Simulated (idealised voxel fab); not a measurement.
Module name: voxel wiring stack (process module)
Section cut is 185 nm wide and gridded with 5 nm square cells.
Cross-sections here: square-cell grids, written as top-down lists of bands, a band being one or more rows of cells.
Heights first: top, then bottom, in nm. Then materials, left to right, each with a width in nm. "all across" on a single material: fills the band edge to edge. "empty": empty space.
The level at which height equals 0 is the one under which the wafer, as it arrives, is entirely one material. No lower edge exists for the bottom band, which continues downward and is notated as in "from 0 down".
The notation "30..40" denotes a width that varies across the rows of cells in the band, beginning at the first number in the top row, finishing at the second number in the bottom row, and changing by an identical amount from each row to the next.
Where the words "nothing different" appear for a step, the cross-section shows no cell changed by that step; every cell remained as before.
Each empty space that has no open way to the top and spans at least 8 cells appears under "Closed void table" as width x height at distance, the distance counted from the left edge, all in nm.
Heads up: the bit after the settings on a step's line is the simulator's remark on that step.
The "overlay nm" setting may appear on a step's line; for a step that uses a mask, it gives how far to the right of its planned position the mask lay, and a negative value indicates the left.
PLAN
| 1 | RECEIVE,material Si |
| 2 | CONFORMAL_DEP,material SiO2,thk nm 15 |
| 3 | CONFORMAL_DEP,material SiCN,thk nm 5 |
| 4 | DIRECTIONAL_DEP,material SiO2,thk nm 20 |
| 5 | MASKED_ETCH,tone open,mask id METAL_1,width nm 30,pitch nm 60,etch materials SiO2,depth nm 20,overlay nm 0 |
| 6 | MASKED_ETCH,tone open,mask id METAL_1,width nm 30,pitch nm 60,etch materials SiCN,depth nm 5,overlay nm 0 |
| 7 | CONFORMAL_DEP,material TiN,thk nm 5 |
| 8 | FILL_DEP,material Ru,thk nm 10 |
| 9 | CMP,height nm 40 |
| 10 | CONFORMAL_DEP,material SiCN,thk nm 5 |
| 11 | DIRECTIONAL_DEP,material SiO2,thk nm 25 |
| 12 | PATTERN,tone open,mask id METAL_2,material resist,width nm 30,pitch nm 60,thk nm 15,overlay nm 0 |
| 13 | DIRECTIONAL_ETCH,etch materials SiO2,depth nm 15 |
| 14 | STRIP,etch materials resist |
| 15 | MASKED_ETCH,tone open,mask id METAL_2_HOLES,width nm 15,pitch nm 60,etch materials SiO2,depth nm 10,overlay nm 0 |
| 16 | MASKED_ETCH,tone open,mask id METAL_2_HOLES,width nm 15,pitch nm 60,etch materials SiCN,depth nm 5,overlay nm 0 |
| 17 | CONFORMAL_DEP,material TiN,thk nm 5 |
| 18 | FILL_DEP,material Cu,thk nm 10 |
| 19 | CMP,height nm 70 |
| 20 | CONFORMAL_DEP,material SiCN,thk nm 5 |
| 21 | DIRECTIONAL_DEP,material SiO2,thk nm 35 |
| 22 | MASKED_ETCH,tone open,mask id METAL_3_HOLES,width nm 15,pitch nm 120,etch materials SiO2,depth nm 35,overlay nm 0 |
| 23 | MASKED_ETCH,tone open,mask id METAL_3,width nm 30,pitch nm 60,etch materials SiO2,depth nm 20,overlay nm 0 |
| 24 | MASKED_ETCH,tone open,mask id METAL_3,width nm 30,pitch nm 60,etch materials SiCN,depth nm 5,overlay nm 0 |
| 25 | CONFORMAL_DEP,material TiN,thk nm 5 |
| 26 | FILL_DEP,material Ru,thk nm 5 |
| 27 | CMP,height nm 110 |
| 28 | CONFORMAL_DEP,material SiCN,thk nm 5 |
INCOMING WAFER, CROSS-SECTIONAL VIEW, POST STEP 1
> from 0 down = Si all across
> Closed void table: none
MODULE COMPLETE, CROSS-SECTION. STARTING POINT AND PLAN PER ABOVE. ONE MISTAKE MADE IN RUNNING THE MODULE
> from 115 to 110 = SiCN all across
> from 110 to 90 = 15 of SiO2  5 of TiN  20 of Ru  5 of TiN  30 of SiO2  5 of TiN  20 of Ru  5 of TiN  30 of SiO2  5 of TiN  20 of Ru  5 of TiN  20 of SiO2
> from 90 to 85 = 15 of SiO2  5 of TiN  5 of Ru  20 of TiN  30 of SiO2  30 of TiN  30 of SiO2  5 of TiN  5 of Ru  20 of TiN  20 of SiO2
> from 85 to 80 = 15 of SiO2  5 of TiN  5 of Ru  5 of TiN  105 of SiO2  5 of TiN  5 of Ru  5 of TiN  35 of SiO2
> from 80 to 75 = 15 of SiO2  15 of TiN  105 of SiO2  15 of TiN  35 of SiO2
> from 75 to 70 = SiCN all across
> from 70 to 60 = 15 of SiO2  5 of TiN  20 of Cu  5 of TiN  30 of SiO2  5 of TiN  20 of Cu  5 of TiN  30 of SiO2  5 of TiN  20 of Cu  5 of TiN  20 of SiO2
> from 60 to 55 = 15 of SiO2  5 of TiN  5 of Cu  20 of TiN  30 of SiO2  5 of TiN  5 of Cu  20 of TiN  30 of SiO2  5 of TiN  5 of Cu  20 of TiN  20 of SiO2
> from 55 to 45 = 15 of SiO2  5 of TiN  5 of Cu  5 of TiN  45 of SiO2  5 of TiN  5 of Cu  5 of TiN  45 of SiO2  5 of TiN  5 of Cu  5 of TiN  35 of SiO2
> from 45 to 40 = 15 of SiCN  15 of TiN  45 of SiCN  15 of TiN  45 of SiCN  15 of TiN  35 of SiCN
> from 40 to 20 = 15 of SiO2  5 of TiN  20 of Ru  5 of TiN  30 of SiO2  5 of TiN  20 of Ru  5 of TiN  30 of SiO2  5 of TiN  20 of Ru  5 of TiN  20 of SiO2
> from 20 to 15 = 15 of SiCN  30 of TiN  30 of SiCN  30 of TiN  30 of SiCN  30 of TiN  20 of SiCN
> from 15 to 0 = SiO2 all across
> from 0 down = Si all across
> Closed void table: none
Want to know what went wrong? step 24 did not use the planned setting and instead ran as MASKED_ETCH,tone open,mask id METAL_3,width nm 30,pitch nm 60,etch materials SiO2,depth nm 5,overlay nm 0
